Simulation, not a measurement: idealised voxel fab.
A process module follows: voxel capacitor over wiring.
Pictured: cross-section cut, 210 nm wide, on a grid of 5 nm square cells.
When this document writes out a cross-section, it uses a grid of square cells and lists it as bands, beginning at the top and moving down, with a band standing for one or more rows of cells. Look at the band entry: it leads with the top's height and the bottom's height in nm. Then it lists the materials left to right, with a width in nm for each. The word "all across" on a single material says that material fills the band edge to edge. The word "blank" is empty space. Ref level 0: as-received wafer is one material below here. Bottom band extends down with no lower bound ("0 nm and below"). Width spec "30..40" -> top row of cells at first value, bottom row at second value, equal per-row change in between. A step reported as "nothing different" is a step in which no cell of the cross-section changed. This entry, "Unvented cavities", enumerates those empty regions of no fewer than 8 cells that possess no open connection to the top. Each region is reported in the form width x height at distance, the distance being taken from the left edge, with all three quantities expressed in nm. Anything after a step's settings on that line? It's the simulator's own note about the step. overlay nm: how far to the right of its planned place the mask lay on this masked step (negative: to the left). Pairs from here to the end. Each: cross-section before one process step, cross-section after it, the latter only as far down as the lowest band that changed. Under each: the step between, and its settings. Mind that the pairs may be taken from different runs of this module on the same starting wafer; whether a pair continues from the pair above depends on its entry headed "before", and it does only where that entry says so.

BEFORE
  0 nm and below | Si all across
  Unvented cavities: none

SECTION AFTER PROCESSING
  10 nm to 0 nm | SiO2 all across
  Heights below 0 show no change.
  Unvented cavities: none
The step carried out between the cross-section before it and the cross-section after it, both shown above, is CONFORMAL_DEP, material SiO2, thk nm 10

before: identical to the post-step cross-section of the immediately preceding pair.

SECTION AFTER PROCESSING
  15 nm to 10 nm | SiCN all across
  Heights below 10 show no change.
  Unvented cavities: none
The step carried out between the cross-section before it and the cross-section after it, both shown above, is CONFORMAL_DEP, material SiCN, thk nm 5

before: identical to the post-step cross-section of the immediately preceding pair.

SECTION AFTER PROCESSING
  40 nm to 15 nm | lowk all across
  Heights below 15 show no change.
  Unvented cavities: none
The step carried out between the cross-section before it and the cross-section after it, both shown above, is DIRECTIONAL_DEP, material lowk, thk nm 25

before: identical to the post-step cross-section of the immediately preceding pair.

SECTION AFTER PROCESSING
  60 nm to 40 nm | 45 resist, then 25 blank, then 65 resist, then 25 blank, then 50 resist
  Heights below 40 show no change.
  Unvented cavities: none
The step carried out between the cross-section before it and the cross-section after it, both shown above, is PATTERN, tone open, mask id METAL_1, material resist, width nm 25, pitch nm 90, thk nm 20, overlay nm 0

before: identical to the post-step cross-section of the immediately preceding pair.

SECTION AFTER PROCESSING
  60 nm to 40 nm | 45 resist, then 25 blank, then 65 resist, then 25 blank, then 50 resist
  40 nm to 15 nm | 45 lowk, then 25 blank, then 65 lowk, then 25 blank, then 50 lowk
  Heights below 15 show no change.
  Unvented cavities: none
The step carried out between the cross-section before it and the cross-section after it, both shown above, is DIRECTIONAL_ETCH, etch materials lowk, depth nm 25

before: identical to the post-step cross-section of the immediately preceding pair.

SECTION AFTER PROCESSING
  60 nm to 40 nm | 45 resist, then 25 blank, then 65 resist, then 25 blank, then 50 resist
  40 nm to 15 nm | 45 lowk, then 25 blank, then 65 lowk, then 25 blank, then 50 lowk
  15 nm to 10 nm | 45 SiCN, then 25 blank, then 65 SiCN, then 25 blank, then 50 SiCN
  Heights below 10 show no change.
  Unvented cavities: none
The step carried out between the cross-section before it and the cross-section after it, both shown above, is DIRECTIONAL_ETCH, etch materials SiCN, depth nm 5

before: identical to the post-step cross-section of the immediately preceding pair.

SECTION AFTER PROCESSING
  40 nm to 15 nm | 45 lowk, then 25 blank, then 65 lowk, then 25 blank, then 50 lowk
  Heights below 15 show no change.
  Unvented cavities: none
The step carried out between the cross-section before it and the cross-section after it, both shown above, is STRIP, etch materials resist

before: identical to the post-step cross-section of the immediately preceding pair.

SECTION AFTER PROCESSING
  45 nm to 40 nm | 50 TiN, then 15 blank, then 75 TiN, then 15 blank, then 55 TiN
  40 nm to 15 nm | 45 lowk, then 5 TiN, then 15 blank, then 5 TiN, then 65 lowk, then 5 TiN, then 15 blank, then 5 TiN, then 50 lowk
  15 nm to 10 nm | 45 SiCN, then 25 TiN, then 65 SiCN, then 25 TiN, then 50 SiCN
  Heights below 10 show no change.
  Unvented cavities: none
The step carried out between the cross-section before it and the cross-section after it, both shown above, is CONFORMAL_DEP, material TiN, thk nm 5

before: identical to the post-step cross-section of the immediately preceding pair.

SECTION AFTER PROCESSING
  55 nm to 45 nm | Ru all across
  45 nm to 40 nm | 50 TiN, then 15 Ru, then 75 TiN, then 15 Ru, then 55 TiN
  40 nm to 15 nm | 45 lowk, then 5 TiN, then 15 Ru, then 5 TiN, then 65 lowk, then 5 TiN, then 15 Ru, then 5 TiN, then 50 lowk
  Heights below 15 show no change.
  Unvented cavities: none
The step carried out between the cross-section before it and the cross-section after it, both shown above, is FILL_DEP, material Ru, thk nm 10

before: identical to the post-step cross-section of the immediately preceding pair.

SECTION AFTER PROCESSING
  40 nm to 15 nm | 45 lowk, then 5 TiN, then 15 Ru, then 5 TiN, then 65 lowk, then 5 TiN, then 15 Ru, then 5 TiN, then 50 lowk
  Heights below 15 show no change.
  Unvented cavities: none
The step carried out between the cross-section before it and the cross-section after it, both shown above, is CMP, height nm 40

before: identical to the post-step cross-section of the immediately preceding pair.

SECTION AFTER PROCESSING
  45 nm to 40 nm | SiCN all across
  Heights below 40 show no change.
  Unvented cavities: none
The step carried out between the cross-section before it and the cross-section after it, both shown above, is CONFORMAL_DEP, material SiCN, thk nm 5

before: identical to the post-step cross-section of the immediately preceding pair.

SECTION AFTER PROCESSING
  65 nm to 45 nm | SiO2 all across
  Heights below 45 show no change.
  Unvented cavities: none
The step carried out between the cross-section before it and the cross-section after it, both shown above, is DIRECTIONAL_DEP, material SiO2, thk nm 20

before: identical to the post-step cross-section of the immediately preceding pair.

SECTION AFTER PROCESSING
  85 nm to 65 nm | 55 resist, then 15 blank, then 140 resist
  Heights below 65 show no change.
  Unvented cavities: none
The step carried out between the cross-section before it and the cross-section after it, both shown above, is PATTERN, tone open, mask id PLUG_1, material resist, width nm 15, thk nm 20, overlay nm 0

before: identical to the post-step cross-section of the immediately preceding pair.

SECTION AFTER PROCESSING
  85 nm to 65 nm | 55 resist, then 15 blank, then 140 resist
  65 nm to 45 nm | 55 SiO2, then 15 blank, then 140 SiO2
  Heights below 45 show no change.
  Unvented cavities: none
The step carried out between the cross-section before it and the cross-section after it, both shown above, is DIRECTIONAL_ETCH, etch materials SiO2, depth nm 20

before: identical to the post-step cross-section of the immediately preceding pair.

SECTION AFTER PROCESSING
  85 nm to 65 nm | 55 resist, then 15 blank, then 140 resist
  65 nm to 45 nm | 55 SiO2, then 15 blank, then 140 SiO2
  45 nm to 40 nm | 55 SiCN, then 15 blank, then 140 SiCN
  Heights below 40 show no change.
  Unvented cavities: none
The step carried out between the cross-section before it and the cross-section after it, both shown above, is DIRECTIONAL_ETCH, etch materials SiCN, depth nm 5

before: identical to the post-step cross-section of the immediately preceding pair.

SECTION AFTER PROCESSING
  65 nm to 45 nm | 55 SiO2, then 15 blank, then 140 SiO2
  Heights below 45 show no change.
  Unvented cavities: none
The step carried out between the cross-section before it and the cross-section after it, both shown above, is STRIP, etch materials resist

before: identical to the post-step cross-section of the immediately preceding pair.

SECTION AFTER PROCESSING
  65 nm to 50 nm | 55 SiO2, then 15 blank, then 140 SiO2
  50 nm to 45 nm | 55 SiO2, then 15 Ru, then 140 SiO2
  45 nm to 40 nm | 55 SiCN, then 15 Ru, then 140 SiCN
  Heights below 40 show no change.
  Unvented cavities: none
The step carried out between the cross-section before it and the cross-section after it, both shown above, is EPI, material Ru, thk nm 10

before: identical to the post-step cross-section of the immediately preceding pair.

SECTION AFTER PROCESSING
  65 nm to 60 nm | 55 SiO2, then 15 blank, then 140 SiO2
  60 nm to 45 nm | 55 SiO2, then 15 Ru, then 140 SiO2
  Heights below 45 show no change.
  Unvented cavities: none
The step carried out between the cross-section before it and the cross-section after it, both shown above, is EPI, material Ru, thk nm 10

before: identical to the post-step cross-section of the immediately preceding pair.

SECTION AFTER PROCESSING
  65 nm to 45 nm | 55 SiO2, then 15 Ru, then 140 SiO2
  Heights below 45 show no change.
  Unvented cavities: none
The step carried out between the cross-section before it and the cross-section after it, both shown above, is EPI, material Ru, thk nm 5

before: identical to the post-step cross-section of the immediately preceding pair.

SECTION AFTER PROCESSING
  70 nm to 65 nm | TiN all across
  Heights below 65 show no change.
  Unvented cavities: none
The step carried out between the cross-section before it and the cross-section after it, both shown above, is DIRECTIONAL_DEP, material TiN, thk nm 5

before: identical to the post-step cross-section of the immediately preceding pair.

SECTION AFTER PROCESSING
  75 nm to 70 nm | Al2O3 all across
  Heights below 70 show no change.
  Unvented cavities: none
The step carried out between the cross-section before it and the cross-section after it, both shown above, is DIRECTIONAL_DEP, material Al2O3, thk nm 5

before: identical to the post-step cross-section of the immediately preceding pair.

SECTION AFTER PROCESSING
  80 nm to 75 nm | TiN all across
  Heights below 75 show no change.
  Unvented cavities: none
The step carried out between the cross-section before it and the cross-section after it, both shown above, is DIRECTIONAL_DEP, material TiN, thk nm 5

before: identical to the post-step cross-section of the immediately preceding pair.

SECTION AFTER PROCESSING
  95 nm to 80 nm | aC all across
  Heights below 80 show no change.
  Unvented cavities: none
The step carried out between the cross-section before it and the cross-section after it, both shown above, is DIRECTIONAL_DEP, material aC, thk nm 15

before: identical to the post-step cross-section of the immediately preceding pair.

SECTION AFTER PROCESSING
  130 nm to 95 nm | 55 blank, then 70 resist, then 85 blank
  Heights below 95 show no change.
  Unvented cavities: none
The step carried out between the cross-section before it and the cross-section after it, both shown above, is PATTERN, tone cover, mask id UPPER_PLATE, material resist, width nm 70, thk nm 35, overlay nm 0

before: identical to the post-step cross-section of the immediately preceding pair.

SECTION AFTER PROCESSING
  115 nm to 95 nm | 55 blank, then 70 resist, then 85 blank
  95 nm to 80 nm | 55 blank, then 70 aC, then 85 blank
  Heights below 80 show no change.
  Unvented cavities: none
The step carried out between the cross-section before it and the cross-section after it, both shown above, is DIRECTIONAL_ETCH, etch materials aC, depth nm 15

before: identical to the post-step cross-section of the immediately preceding pair.

SECTION AFTER PROCESSING
  95 nm to 80 nm | 55 blank, then 70 aC, then 85 blank
  Heights below 80 show no change.
  Unvented cavities: none
The step carried out between the cross-section before it and the cross-section after it, both shown above, is STRIP, etch materials resist

before: identical to the post-step cross-section of the immediately preceding pair.

SECTION AFTER PROCESSING
  95 nm to 80 nm | 55 blank, then 70 aC, then 85 blank
  80 nm to 75 nm | 55 blank, then 70 TiN, then 85 blank
  Heights below 75 show no change.
  Unvented cavities: none
The step carried out between the cross-section before it and the cross-section after it, both shown above, is DIRECTIONAL_ETCH, etch materials TiN, depth nm 5

before: identical to the post-step cross-section of the immediately preceding pair.

SECTION AFTER PROCESSING
  95 nm to 80 nm | 55 blank, then 70 aC, then 85 blank
  80 nm to 75 nm | 55 blank, then 70 TiN, then 85 blank
  75 nm to 70 nm | 55 blank, then 70 Al2O3, then 85 blank
  Heights below 70 show no change.
  Unvented cavities: none
The step carried out between the cross-section before it and the cross-section after it, both shown above, is DIRECTIONAL_ETCH, etch materials Al2O3, depth nm 5

before: identical to the post-step cross-section of the immediately preceding pair.

SECTION AFTER PROCESSING
  80 nm to 75 nm | 55 blank, then 70 TiN, then 85 blank
  Heights below 75 show no change.
  Unvented cavities: none
The step carried out between the cross-section before it and the cross-section after it, both shown above, is STRIP, etch materials aC

before: identical to the post-step cross-section of the immediately preceding pair.

SECTION AFTER PROCESSING
  90 nm to 80 nm | 55 blank, then 70 aC, then 85 blank
  80 nm to 75 nm | 55 aC, then 70 TiN, then 85 aC
  75 nm to 70 nm | 55 aC, then 70 Al2O3, then 85 aC
  Heights below 70 show no change.
  Unvented cavities: none
The step carried out between the cross-section before it and the cross-section after it, both shown above, is DIRECTIONAL_DEP, material aC, thk nm 10

before: identical to the post-step cross-section of the immediately preceding pair.

SECTION AFTER PROCESSING
  115 nm to 90 nm | 50 blank, then 80 resist, then 80 blank
  90 nm to 80 nm | 50 blank, then 5 resist, then 70 aC, then 5 resist, then 80 blank
  Heights below 80 show no change.
  Unvented cavities: none
The step carried out between the cross-section before it and the cross-section after it, both shown above, is PATTERN, tone cover, mask id LOWER_PLATE, material resist, width nm 80, thk nm 25, overlay nm 0

before: identical to the post-step cross-section of the immediately preceding pair.

SECTION AFTER PROCESSING
  105 nm to 90 nm | 50 blank, then 80 resist, then 80 blank
  90 nm to 80 nm | 50 blank, then 5 resist, then 70 aC, then 5 resist, then 80 blank
  80 nm to 75 nm | 50 blank, then 5 aC, then 70 TiN, then 5 aC, then 80 blank
  75 nm to 70 nm | 50 blank, then 5 aC, then 70 Al2O3, then 5 aC, then 80 blank
  Heights below 70 show no change.
  Unvented cavities: none
The step carried out between the cross-section before it and the cross-section after it, both shown above, is DIRECTIONAL_ETCH, etch materials aC, depth nm 10

before: identical to the post-step cross-section of the immediately preceding pair.

SECTION AFTER PROCESSING
  90 nm to 80 nm | 55 blank, then 70 aC, then 85 blank
  Heights below 80 show no change.
  Unvented cavities: none
The step carried out between the cross-section before it and the cross-section after it, both shown above, is STRIP, etch materials resist

before: identical to the post-step cross-section of the immediately preceding pair.

SECTION AFTER PROCESSING
  90 nm to 80 nm | 55 blank, then 70 aC, then 85 blank
  80 nm to 75 nm | 50 blank, then 5 aC, then 70 TiN, then 5 aC, then 80 blank
  75 nm to 70 nm | 50 blank, then 5 aC, then 70 Al2O3, then 5 aC, then 80 blank
  70 nm to 65 nm | 50 blank, then 80 TiN, then 80 blank
  Heights below 65 show no change.
  Unvented cavities: none
The step carried out between the cross-section before it and the cross-section after it, both shown above, is DIRECTIONAL_ETCH, etch materials TiN, depth nm 5

before: identical to the post-step cross-section of the immediately preceding pair.

SECTION AFTER PROCESSING
  80 nm to 75 nm | 55 blank, then 70 TiN, then 85 blank
  75 nm to 70 nm | 55 blank, then 70 Al2O3, then 85 blank
  Heights below 70 show no change.
  Unvented cavities: none
The step carried out between the cross-section before it and the cross-section after it, both shown above, is STRIP, etch materials aC

before: identical to the post-step cross-section of the immediately preceding pair.

SECTION AFTER PROCESSING
  100 nm to 80 nm | SiO2 all across
  80 nm to 75 nm | 55 SiO2, then 70 TiN, then 85 SiO2
  75 nm to 70 nm | 55 SiO2, then 70 Al2O3, then 85 SiO2
  70 nm to 65 nm | 50 SiO2, then 80 TiN, then 80 SiO2
  Heights below 65 show no change.
  Unvented cavities: none
The step carried out between the cross-section before it and the cross-section after it, both shown above, is FILL_DEP, material SiO2, thk nm 20

before: identical to the post-step cross-section of the immediately preceding pair.

SECTION AFTER PROCESSING
  95 nm to 80 nm | SiO2 all across
  Heights below 80 show no change.
  Unvented cavities: none
The step carried out between the cross-section before it and the cross-section after it, both shown above, is CMP, height nm 95

before: identical to the post-step cross-section of the immediately preceding pair.

SECTION AFTER PROCESSING
  115 nm to 95 nm | 65 resist, then 15 blank, then 130 resist
  Heights below 95 show no change.
  Unvented cavities: none
The step carried out between the cross-section before it and the cross-section after it, both shown above, is PATTERN, tone open, mask id PLUG_2, material resist, width nm 15, thk nm 20, overlay nm 0

before: identical to the post-step cross-section of the immediately preceding pair.

SECTION AFTER PROCESSING
  115 nm to 95 nm | 65 resist, then 15 blank, then 130 resist
  95 nm to 80 nm | 65 SiO2, then 15 blank, then 130 SiO2
  Heights below 80 show no change.
  Unvented cavities: none
The step carried out between the cross-section before it and the cross-section after it, both shown above, is DIRECTIONAL_ETCH, etch materials SiO2, depth nm 15

before: identical to the post-step cross-section of the immediately preceding pair.

SECTION AFTER PROCESSING
  95 nm to 80 nm | 65 SiO2, then 15 blank, then 130 SiO2
  Heights below 80 show no change.
  Unvented cavities: none
The step carried out between the cross-section before it and the cross-section after it, both shown above, is STRIP, etch materials resist

before: identical to the post-step cross-section of the immediately preceding pair.

SECTION AFTER PROCESSING
  100 nm to 95 nm | 70 TiN, then 5 blank, then 135 TiN
  95 nm to 85 nm | 65 SiO2, then 5 TiN, then 5 blank, then 5 TiN, then 130 SiO2
  85 nm to 75 nm | 65..55 SiO2, then 15..70 TiN, then 130..85 SiO2
  Heights below 75 show no change.
  Unvented cavities: none
The step carried out between the cross-section before it and the cross-section after it, both shown above, is CONFORMAL_DEP, material TiN, thk nm 5

before: identical to the post-step cross-section of the immediately preceding pair.

SECTION AFTER PROCESSING
  110 nm to 100 nm | W all across
  100 nm to 95 nm | 70 TiN, then 5 W, then 135 TiN
  95 nm to 85 nm | 65 SiO2, then 5 TiN, then 5 W, then 5 TiN, then 130 SiO2
  Heights below 85 show no change.
  Unvented cavities: none
The step carried out between the cross-section before it and the cross-section after it, both shown above, is FILL_DEP, material W, thk nm 10

before: identical to the post-step cross-section of the immediately preceding pair.

SECTION AFTER PROCESSING
  95 nm to 85 nm | 65 SiO2, then 5 TiN, then 5 W, then 5 TiN, then 130 SiO2
  Heights below 85 show no change.
  Unvented cavities: none
The step carried out between the cross-section before it and the cross-section after it, both shown above, is CMP, height nm 95

before: identical to the post-step cross-section of the immediately preceding pair.

SECTION AFTER PROCESSING
  100 nm to 95 nm | SiN all across
  Heights below 95 show no change.
  Unvented cavities: none
The step carried out between the cross-section before it and the cross-section after it, both shown above, is CONFORMAL_DEP, material SiN, thk nm 5

BEFORE
  65 nm to 50 nm | 55 SiO2, then 15 blank, then 140 SiO2
  50 nm to 45 nm | 55 SiO2, then 15 Ru, then 140 SiO2
  45 nm to 40 nm | 55 SiCN, then 15 Ru, then 140 SiCN
  40 nm to 15 nm | 45 lowk, then 5 TiN, then 15 Ru, then 5 TiN, then 65 lowk, then 5 TiN, then 15 Ru, then 5 TiN, then 50 lowk
  15 nm to 10 nm | 45 SiCN, then 25 TiN, then 65 SiCN, then 25 TiN, then 50 SiCN
  10 nm to 0 nm | SiO2 all across
  0 nm and below | Si all across
  Unvented cavities: none

SECTION AFTER PROCESSING
  65 nm to 55 nm | 55 SiO2, then 15 blank, then 140 SiO2
  55 nm to 45 nm | 55 SiO2, then 15 Ru, then 140 SiO2
  Heights below 45 show no change.
  Unvented cavities: none
The step carried out between the cross-section before it and the cross-section after it, both shown above, is EPI, material Ru, thk nm 5

before: identical to the post-step cross-section of the immediately preceding pair.

SECTION AFTER PROCESSING
  70 nm to 65 nm | 55 TiN, then 15 blank, then 140 TiN
  65 nm to 60 nm | 55 SiO2, then 15 blank, then 140 SiO2
  60 nm to 55 nm | 55 SiO2, then 15 TiN, then 140 SiO2
  Heights below 55 show no change.
  Unvented cavities: none
The step carried out between the cross-section before it and the cross-section after it, both shown above, is DIRECTIONAL_DEP, material TiN, thk nm 5

before: identical to the post-step cross-section of the immediately preceding pair.

SECTION AFTER PROCESSING
  75 nm to 70 nm | 55 Al2O3, then 15 blank, then 140 Al2O3
  70 nm to 65 nm | 55 TiN, then 15 blank, then 140 TiN
  65 nm to 60 nm | 55 SiO2, then 15 Al2O3, then 140 SiO2
  Heights below 60 show no change.
  Unvented cavities: none
The step carried out between the cross-section before it and the cross-section after it, both shown above, is DIRECTIONAL_DEP, material Al2O3, thk nm 5

before: identical to the post-step cross-section of the immediately preceding pair.

SECTION AFTER PROCESSING
  80 nm to 75 nm | 55 TiN, then 15 blank, then 140 TiN
  75 nm to 70 nm | 55 Al2O3, then 15 blank, then 140 Al2O3
  70 nm to 65 nm | TiN all across
  Heights below 65 show no change.
  Unvented cavities: none
The step carried out between the cross-section before it and the cross-section after it, both shown above, is DIRECTIONAL_DEP, material TiN, thk nm 5

before: identical to the post-step cross-section of the immediately preceding pair.

SECTION AFTER PROCESSING
  95 nm to 85 nm | 55 aC, then 15 blank, then 140 aC
  85 nm to 80 nm | aC all across
  80 nm to 75 nm | 55 TiN, then 15 aC, then 140 TiN
  75 nm to 70 nm | 55 Al2O3, then 15 aC, then 140 Al2O3
  Heights below 70 show no change.
  Unvented cavities: none
The step carried out between the cross-section before it and the cross-section after it, both shown above, is DIRECTIONAL_DEP, material aC, thk nm 15

before: identical to the post-step cross-section of the immediately preceding pair.

SECTION AFTER PROCESSING
  130 nm to 95 nm | 55 blank, then 70 resist, then 85 blank
  95 nm to 85 nm | 55 aC, then 15 resist, then 140 aC
  Heights below 85 show no change.
  Unvented cavities: none
The step carried out between the cross-section before it and the cross-section after it, both shown above, is PATTERN, tone cover, mask id UPPER_PLATE, material resist, width nm 70, thk nm 35, overlay nm 0

before: identical to the post-step cross-section of the immediately preceding pair.

SECTION AFTER PROCESSING
  115 nm to 95 nm | 55 blank, then 70 resist, then 85 blank
  95 nm to 85 nm | 55 blank, then 15 resist, then 55 aC, then 85 blank
  85 nm to 80 nm | 55 blank, then 70 aC, then 85 blank
  Heights below 80 show no change.
  Unvented cavities: none
The step carried out between the cross-section before it and the cross-section after it, both shown above, is DIRECTIONAL_ETCH, etch materials aC, depth nm 15

before: identical to the post-step cross-section of the immediately preceding pair.

SECTION AFTER PROCESSING
  95 nm to 85 nm | 70 blank, then 55 aC, then 85 blank
  Heights below 85 show no change.
  Unvented cavities: none
The step carried out between the cross-section before it and the cross-section after it, both shown above, is STRIP, etch materials resist

before: identical to the post-step cross-section of the immediately preceding pair.

SECTION AFTER PROCESSING
  95 nm to 85 nm | 70 blank, then 55 aC, then 85 blank
  85 nm to 80 nm | 55 blank, then 70 aC, then 85 blank
  80 nm to 75 nm | 55 blank, then 15 aC, then 55 TiN, then 85 blank
  Heights below 75 show no change.
  Unvented cavities: none
The step carried out between the cross-section before it and the cross-section after it, both shown above, is DIRECTIONAL_ETCH, etch materials TiN, depth nm 5

before: identical to the post-step cross-section of the immediately preceding pair.

SECTION AFTER PROCESSING
  95 nm to 85 nm | 70 blank, then 55 aC, then 85 blank
  85 nm to 80 nm | 55 blank, then 70 aC, then 85 blank
  80 nm to 75 nm | 55 blank, then 15 aC, then 55 TiN, then 85 blank
  75 nm to 70 nm | 55 blank, then 15 aC, then 55 Al2O3, then 85 blank
  Heights below 70 show no change.
  Unvented cavities: none
The step carried out between the cross-section before it and the cross-section after it, both shown above, is DIRECTIONAL_ETCH, etch materials Al2O3, depth nm 5

before: identical to the post-step cross-section of the immediately preceding pair.

SECTION AFTER PROCESSING
  80 nm to 75 nm | 70 blank, then 55 TiN, then 85 blank
  75 nm to 70 nm | 70 blank, then 55 Al2O3, then 85 blank
  Heights below 70 show no change.
  Unvented cavities: none
The step carried out between the cross-section before it and the cross-section after it, both shown above, is STRIP, etch materials aC

before: identical to the post-step cross-section of the immediately preceding pair.

SECTION AFTER PROCESSING
  90 nm to 80 nm | 70 blank, then 55 aC, then 85 blank
  80 nm to 75 nm | 70 aC, then 55 TiN, then 85 aC
  75 nm to 70 nm | 70 aC, then 55 Al2O3, then 85 aC
  Heights below 70 show no change.
  Unvented cavities: none
The step carried out between the cross-section before it and the cross-section after it, both shown above, is DIRECTIONAL_DEP, material aC, thk nm 10

before: identical to the post-step cross-section of the immediately preceding pair.

SECTION AFTER PROCESSING
  115 nm to 90 nm | 50 blank, then 80 resist, then 80 blank
  90 nm to 80 nm | 50 blank, then 20 resist, then 55 aC, then 5 resist, then 80 blank
  Heights below 80 show no change.
  Unvented cavities: none
The step carried out between the cross-section before it and the cross-section after it, both shown above, is PATTERN, tone cover, mask id LOWER_PLATE, material resist, width nm 80, thk nm 25, overlay nm 0

before: identical to the post-step cross-section of the immediately preceding pair.

SECTION AFTER PROCESSING
  105 nm to 90 nm | 50 blank, then 80 resist, then 80 blank
  90 nm to 80 nm | 50 blank, then 20 resist, then 55 aC, then 5 resist, then 80 blank
  80 nm to 75 nm | 50 blank, then 20 aC, then 55 TiN, then 5 aC, then 80 blank
  75 nm to 70 nm | 50 blank, then 20 aC, then 55 Al2O3, then 5 aC, then 80 blank
  Heights below 70 show no change.
  Unvented cavities: none
The step carried out between the cross-section before it and the cross-section after it, both shown above, is DIRECTIONAL_ETCH, etch materials aC, depth nm 10

before: identical to the post-step cross-section of the immediately preceding pair.

SECTION AFTER PROCESSING
  90 nm to 80 nm | 70 blank, then 55 aC, then 85 blank
  Heights below 80 show no change.
  Unvented cavities: none
The step carried out between the cross-section before it and the cross-section after it, both shown above, is STRIP, etch materials resist

before: identical to the post-step cross-section of the immediately preceding pair.

SECTION AFTER PROCESSING
  90 nm to 80 nm | 70 blank, then 55 aC, then 85 blank
  80 nm to 75 nm | 50 blank, then 20 aC, then 55 TiN, then 5 aC, then 80 blank
  75 nm to 70 nm | 50 blank, then 20 aC, then 55 Al2O3, then 5 aC, then 80 blank
  70 nm to 65 nm | 50 blank, then 80 TiN, then 80 blank
  Heights below 65 show no change.
  Unvented cavities: none
The step carried out between the cross-section before it and the cross-section after it, both shown above, is DIRECTIONAL_ETCH, etch materials TiN, depth nm 5

before: identical to the post-step cross-section of the immediately preceding pair.

SECTION AFTER PROCESSING
  80 nm to 75 nm | 70 blank, then 55 TiN, then 85 blank
  75 nm to 70 nm | 70 blank, then 55 Al2O3, then 85 blank
  Heights below 70 show no change.
  Unvented cavities: none
The step carried out between the cross-section before it and the cross-section after it, both shown above, is STRIP, etch materials aC

before: identical to the post-step cross-section of the immediately preceding pair.

SECTION AFTER PROCESSING
  100 nm to 80 nm | SiO2 all across
  80 nm to 75 nm | 70 SiO2, then 55 TiN, then 85 SiO2
  75 nm to 70 nm | 70 SiO2, then 55 Al2O3, then 85 SiO2
  70 nm to 65 nm | 50 SiO2, then 80 TiN, then 80 SiO2
  Heights below 65 show no change.
  Unvented cavities: none
The step carried out between the cross-section before it and the cross-section after it, both shown above, is FILL_DEP, material SiO2, thk nm 20

before: identical to the post-step cross-section of the immediately preceding pair.

SECTION AFTER PROCESSING
  95 nm to 80 nm | SiO2 all across
  Heights below 80 show no change.
  Unvented cavities: none
The step carried out between the cross-section before it and the cross-section after it, both shown above, is CMP, height nm 95

before: identical to the post-step cross-section of the immediately preceding pair.

SECTION AFTER PROCESSING
  115 nm to 95 nm | 65 resist, then 15 blank, then 130 resist
  Heights below 95 show no change.
  Unvented cavities: none
The step carried out between the cross-section before it and the cross-section after it, both shown above, is PATTERN, tone open, mask id PLUG_2, material resist, width nm 15, thk nm 20, overlay nm 0

before: identical to the post-step cross-section of the immediately preceding pair.

SECTION AFTER PROCESSING
  115 nm to 95 nm | 65 resist, then 15 blank, then 130 resist
  95 nm to 80 nm | 65 SiO2, then 15 blank, then 130 SiO2
  Heights below 80 show no change.
  Unvented cavities: none
The step carried out between the cross-section before it and the cross-section after it, both shown above, is DIRECTIONAL_ETCH, etch materials SiO2, depth nm 15

before: identical to the post-step cross-section of the immediately preceding pair.

SECTION AFTER PROCESSING
  95 nm to 80 nm | 65 SiO2, then 15 blank, then 130 SiO2
  Heights below 80 show no change.
  Unvented cavities: none
The step carried out between the cross-section before it and the cross-section after it, both shown above, is STRIP, etch materials resist

before: identical to the post-step cross-section of the immediately preceding pair.

SECTION AFTER PROCESSING
  100 nm to 95 nm | 70 TiN, then 5 blank, then 135 TiN
  95 nm to 85 nm | 65 SiO2, then 5 TiN, then 5 blank, then 5 TiN, then 130 SiO2
  85 nm to 75 nm | 65..70 SiO2, then 15..55 TiN, then 130..85 SiO2
  Heights below 75 show no change.
  Unvented cavities: none
The step carried out between the cross-section before it and the cross-section after it, both shown above, is CONFORMAL_DEP, material TiN, thk nm 5

before: identical to the post-step cross-section of the immediately preceding pair.

SECTION AFTER PROCESSING
  110 nm to 100 nm | W all across
  100 nm to 95 nm | 70 TiN, then 5 W, then 135 TiN
  95 nm to 85 nm | 65 SiO2, then 5 TiN, then 5 W, then 5 TiN, then 130 SiO2
  Heights below 85 show no change.
  Unvented cavities: none
The step carried out between the cross-section before it and the cross-section after it, both shown above, is FILL_DEP, material W, thk nm 10

before: identical to the post-step cross-section of the immediately preceding pair.

SECTION AFTER PROCESSING
  95 nm to 85 nm | 65 SiO2, then 5 TiN, then 5 W, then 5 TiN, then 130 SiO2
  Heights below 85 show no change.
  Unvented cavities: none
The step carried out between the cross-section before it and the cross-section after it, both shown above, is CMP, height nm 95

before: identical to the post-step cross-section of the immediately preceding pair.

SECTION AFTER PROCESSING
  100 nm to 95 nm | SiN all across
  Heights below 95 show no change.
  Unvented cavities: none
The step carried out between the cross-section before it and the cross-section after it, both shown above, is CONFORMAL_DEP, material SiN, thk nm 5

BEFORE
  65 nm to 45 nm | SiO2 all across
  45 nm to 40 nm | SiCN all across
  40 nm to 15 nm | 45 lowk, then 5 TiN, then 15 Ru, then 5 TiN, then 65 lowk, then 5 TiN, then 15 Ru, then 5 TiN, then 50 lowk
  15 nm to 10 nm | 45 SiCN, then 25 TiN, then 65 SiCN, then 25 TiN, then 50 SiCN
  10 nm to 0 nm | SiO2 all across
  0 nm and below | Si all across
  Unvented cavities: none

SECTION AFTER PROCESSING
  85 nm to 45 nm | SiO2 all across
  Heights below 45 show no change.
  Unvented cavities: none
The step carried out between the cross-section before it and the cross-section after it, both shown above, is DIRECTIONAL_DEP, material SiO2, thk nm 20

before: identical to the post-step cross-section of the immediately preceding pair.

SECTION AFTER PROCESSING
  105 nm to 85 nm | 55 resist, then 15 blank, then 140 resist
  Heights below 85 show no change.
  Unvented cavities: none
The step carried out between the cross-section before it and the cross-section after it, both shown above, is PATTERN, tone open, mask id PLUG_1, material resist, width nm 15, thk nm 20, overlay nm 0

before: identical to the post-step cross-section of the immediately preceding pair.

SECTION AFTER PROCESSING
  105 nm to 85 nm | 55 resist, then 15 blank, then 140 resist
  85 nm to 65 nm | 55 SiO2, then 15 blank, then 140 SiO2
  Heights below 65 show no change.
  Unvented cavities: none
The step carried out between the cross-section before it and the cross-section after it, both shown above, is DIRECTIONAL_ETCH, etch materials SiO2, depth nm 20

before: identical to the post-step cross-section of the immediately preceding pair.

SECTION AFTER PROCESSING
  85 nm to 65 nm | 55 SiO2, then 15 blank, then 140 SiO2
  Heights below 65 show no change.
  Unvented cavities: none
The step carried out between the cross-section before it and the cross-section after it, both shown above, is STRIP, etch materials resist

before: identical to the post-step cross-section of the immediately preceding pair.

SECTION AFTER PROCESSING
  90 nm to 85 nm | 55 TiN, then 15 blank, then 140 TiN
  85 nm to 70 nm | 55 SiO2, then 15 blank, then 140 SiO2
  70 nm to 65 nm | 55 SiO2, then 15 TiN, then 140 SiO2
  Heights below 65 show no change.
  Unvented cavities: none
The step carried out between the cross-section before it and the cross-section after it, both shown above, is DIRECTIONAL_DEP, material TiN, thk nm 5
